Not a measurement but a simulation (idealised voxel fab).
Title: Process Module voxel self aligned contacts
Cross-section cut: width 225 nm, square cells of 5 nm.
This document writes a cross-section as a grid whose cells are square, and gives it as bands, listed from the top down; one or more rows of cells form a band.
Heights first: top, then bottom, in nm. Then materials, left to right, each with a width in nm. "edge to edge" on a single material: fills the band edge to edge. "empty": empty space.
Heads up on the height convention: 0 is the point under which the incoming wafer is all one material, and the lowest band has no bottom, it just keeps going down, like "0 nm and below".
Width spec "30 to 40" -> top row of cells at first value, bottom row at second value, equal per-row change in between.
It should be understood that the words "no change occurred", when stated for a given step, signify that the cross-section underwent no change in any of its cells during that step.
Reported under the label "Sealed-off cavities" are the empty spaces having no open way to the top and comprising 8 cells or more; the notation for each is width x height at distance, in which the distance is measured from the left edge and all three values are in nm.
Heads up: the bit after the settings on a step's line is the simulator's remark on that step.
"overlay nm" denotes, for a step that has a mask, the displacement of the mask to the right of its planned place, with negative values corresponding to the left.

**Steps planned for the process**
1: RECEIVE (material Si)
2: CONFORMAL_DEP (material SiO2; thk nm 5)
3: DIRECTIONAL_DEP (material polySi; thk nm 25)
4: DIRECTIONAL_DEP (material SiN; thk nm 20)
5: MASKED_ETCH (tone cover; mask id GATE; width nm 30; pitch nm 70; etch materials SiN; depth nm 20; overlay nm 0)
6: MASKED_ETCH (tone cover; mask id GATE; width nm 30; pitch nm 70; etch materials polySi; depth nm 25; overlay nm 0)
7: CONFORMAL_DEP (material SiN; thk nm 10)
8: DIRECTIONAL_ETCH (etch materials SiN; depth nm 10)
9: FILL_DEP (material SiO2; thk nm 10)
10: CMP (height nm 55)
11: PATTERN (tone open; mask id CONTACT; material resist; width nm 50; thk nm 20; overlay nm 0)
12: DIRECTIONAL_ETCH (etch materials SiO2; depth nm 55)
13: STRIP (etch materials resist)
14: CONFORMAL_DEP (material TiN; thk nm 5)
15: FILL_DEP (material Ru; thk nm 10)
16: CMP (height nm 55)
17: CONFORMAL_DEP (material SiCN; thk nm 5)

**So this is the incoming wafer in cross-section - it's already been through step 1**
- 0 nm and below = Si edge to edge
- Sealed-off cavities: none

**Final wafer profile in cross-section after the module, from the same start and plan as above, with one mistake made during processing**
- 60 nm to 55 nm = SiCN edge to edge
- 55 nm to 30 nm = 50 of SiO2  50 of SiN  5 of TiN  10 of Ru  5 of TiN  50 of SiN  55 of SiO2
- 30 nm to 15 nm = 50 of SiO2  10 of SiN  30 of polySi  10 of SiN  5 of TiN  10 of Ru  5 of TiN  10 of SiN  30 of polySi  10 of SiN  55 of SiO2
- 15 nm to 10 nm = 50 of SiO2  10 of SiN  30 of polySi  10 of SiN  20 of TiN  10 of SiN  30 of polySi  10 of SiN  55 of SiO2
- 10 nm to 5 nm = 60 of SiN  30 of polySi  40 of SiN  30 of polySi  65 of SiN
- 5 nm to 0 nm = SiO2 edge to edge
- 0 nm and below = Si edge to edge
- Sealed-off cavities: none
Here's what went sideways: it should be noted that step 8 was executed with settings other than those planned, the operation and settings actually applied being DIRECTIONAL_ETCH (etch materials SiN; depth nm 5)
